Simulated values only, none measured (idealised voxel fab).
The process module that follows is named voxel capacitor over wiring.
It is cross-section cut that appears here, measuring 270 nm in width, its square cells being 5 nm in size.
Think of the cross-section as a grid of square cells. We describe it in bands, top to bottom, and each band covers one or more rows of those cells. Band: top and bottom heights (nm) first, top before bottom; then materials from left to right, widths in nm. "throughout" marks a sole material filling the band edge to edge. "empty" denotes empty space. Measure heights from 0. That's the level where, below it, the as-received wafer is all one material. The lowest band is bottomless and extends downward; write it as in "0 and below". Note: "30 to 40" means the width goes from the first number (top row of the band) to the second number (bottom row) in equal steps per row of cells. Where a step carries "no alteration", the cross-section came out of it unchanged, cell for cell. Closed empty spaces (no open way to the top) of 8 cells or more are what "Closed internal cavities" lists, each as width x height at distance from the left edge, nm for all three. It should be noted that, on the line of a given step, the content following the step's settings is a remark produced by the simulator itself with respect to that step. overlay nm: where the mask lay relative to plan, measured to the right, on steps with a mask; negatives go left.
### The process steps that were planned are listed below
1 RECEIVE: material Si
2 CONFORMAL_DEP: material SiO2, thk nm 15
3 CONFORMAL_DEP: material SiCN, thk nm 5
4 DIRECTIONAL_DEP: material lowk, thk nm 15
5 PATTERN: tone open, mask id METAL_1, material resist, width nm 25, pitch nm 95, thk nm 15, overlay nm 0
6 DIRECTIONAL_ETCH: etch materials lowk, depth nm 15
7 DIRECTIONAL_ETCH: etch materials SiCN, depth nm 5
8 STRIP: etch materials resist
9 CONFORMAL_DEP: material TiN, thk nm 5
10 FILL_DEP: material W, thk nm 10
11 CMP: height nm 35
12 EPI: material Ru, thk nm 5
13 FILL_DEP: material SiCN, thk nm 5
14 DIRECTIONAL_DEP: material SiO2, thk nm 15
15 MASKED_ETCH: tone open, mask id PLUG_1, width nm 15, etch materials SiO2, depth nm 15, overlay nm 0
16 MASKED_ETCH: tone open, mask id PLUG_1, width nm 15, etch materials SiCN, depth nm 5, overlay nm 0
17 EPI: material Ru, thk nm 10
18 EPI: material Ru, thk nm 10
19 DIRECTIONAL_DEP: material TiN, thk nm 5
20 DIRECTIONAL_DEP: material SiN, thk nm 5
21 DIRECTIONAL_DEP: material TiN, thk nm 10
22 MASKED_ETCH: tone cover, mask id UPPER_PLATE, width nm 75, etch materials TiN, depth nm 10, overlay nm 0
23 MASKED_ETCH: tone cover, mask id UPPER_PLATE, width nm 75, etch materials SiN, depth nm 5, overlay nm 0
24 DIRECTIONAL_DEP: material aC, thk nm 10
25 PATTERN: tone cover, mask id LOWER_PLATE, material resist, width nm 85, thk nm 25, overlay nm 0
26 DIRECTIONAL_ETCH: etch materials aC, depth nm 10
27 STRIP: etch materials resist
28 DIRECTIONAL_ETCH: etch materials TiN, depth nm 5
29 STRIP: etch materials aC
30 FILL_DEP: material SiO2, thk nm 20
31 CMP: height nm 95
32 PATTERN: tone open, mask id PLUG_2, material resist, width nm 15, thk nm 20, overlay nm 0
33 DIRECTIONAL_ETCH: etch materials SiO2, depth nm 15
34 STRIP: etch materials resist
35 CONFORMAL_DEP: material TiN, thk nm 5
36 FILL_DEP: material W, thk nm 10
37 CMP: height nm 95
38 CONFORMAL_DEP: material SiCN, thk nm 5
### As received (post step 1): cross-section
    0 and below = Si throughout
    Closed internal cavities: none
### a wafer at the end: this start, this plan, one mistake
    100 down to 95 = SiCN throughout
    95 down to 85 = 95 nm SiO2  5 nm TiN  5 nm W  5 nm TiN  160 nm SiO2
    85 down to 80 = 95 nm SiO2  15 nm TiN  160 nm SiO2
    80 down to 70 = 85 nm SiO2  75 nm TiN  110 nm SiO2
    70 down to 65 = 85 nm SiO2  75 nm SiN  110 nm SiO2
    65 down to 60 = 80 nm SiO2  85 nm TiN  105 nm SiO2
    60 down to 45 = 85 nm SiO2  15 nm Ru  170 nm SiO2
    45 down to 40 = 95 nm SiCN  5 nm Ru  170 nm SiCN
    40 down to 35 = 70 nm SiCN  35 nm Ru  60 nm SiCN  35 nm Ru  70 nm SiCN
    35 down to 20 = 75 nm lowk  5 nm TiN  15 nm W  5 nm TiN  70 nm lowk  5 nm TiN  15 nm W  5 nm TiN  75 nm lowk
    20 down to 15 = 75 nm SiCN  25 nm TiN  70 nm SiCN  25 nm TiN  75 nm SiCN
    15 down to 0 = SiO2 throughout
    0 and below = Si throughout
    Closed internal cavities: none
Finding, execution versus plan: step 16 was not run as planned; what actually ran was MASKED_ETCH: tone open, mask id PLUG_1, width nm 15, etch materials SiCN, depth nm 5, overlay nm 10
